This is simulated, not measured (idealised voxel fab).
Name of the process module below: voxel released beams
Cross-section cut: width 215 nm, square cells of 5 nm.
The cross-sections in this document take the form of a grid made of square cells. They are written out as bands, in order from top to bottom. Each band consists of one or more rows of cells. Band entry format. Leading values: height of top, height of bottom, nm. Remainder: materials in left-to-right order, each with its width in nm. Special words: "all across" on a single material, which then fills the band edge to edge; "air", empty space. Height datum 0, below which the as-received substrate wafer is one material. Lowest band open at the bottom, running downward: "z 0 and below". Top row gets the first number, bottom row gets the second, and each row in between changes by the same step: that is how a band width like "30..40" works. Reading "all unchanged" for a step: not a cell of the cross-section changed in it. If an empty space has no open way to the top and is at least 8 cells in size, "Sealed void list" lists it, written width x height at distance, where distance is measured from the left edge and every value is in nm. On a step's line, text after the settings is the simulator commenting on that step. Regarding "overlay nm": on a step with a mask, it is the distance the mask lay to the right of its planned place; a negative value places it to the left.

[Here's what the planned process steps look like]
1) RECEIVE: material Si
2) CONFORMAL_DEP: material Al2O3, thk nm 5
3) DIRECTIONAL_DEP: material SiO2, thk nm 10
4) PATTERN: tone open, mask id ANCHOR, material resist, width nm 45, thk nm 15, overlay nm 0
5) DIRECTIONAL_ETCH: etch materials SiO2, depth nm 10
6) STRIP: etch materials resist
7) CONFORMAL_DEP: material polySi, thk nm 15
8) PATTERN: tone cover, mask id BEAM, material resist, width nm 125, thk nm 15, overlay nm 0
9) DIRECTIONAL_ETCH: etch materials polySi, depth nm 15
10) STRIP: etch materials resist
11) STRIP: etch materials SiO2

[The cross-section here shows the wafer as received, i.e. in its state after step 1]
z 0 and below = Si all across
Sealed void list: none

[The module was run from the start shown above using the plan shown above, but one mistake was made doing it; the resulting wafer cross-section is below]
z 45 to 30 = air 40 nm / polySi 125 nm / air 50 nm
z 30 to 15 = polySi all across
z 15 to 5 = SiO2 45 nm / polySi 45 nm / SiO2 125 nm
z 5 to 0 = Al2O3 all across
z 0 and below = Si all across
Sealed void list: none
Finding, execution versus plan: regarding the plan, step 7 was run twice
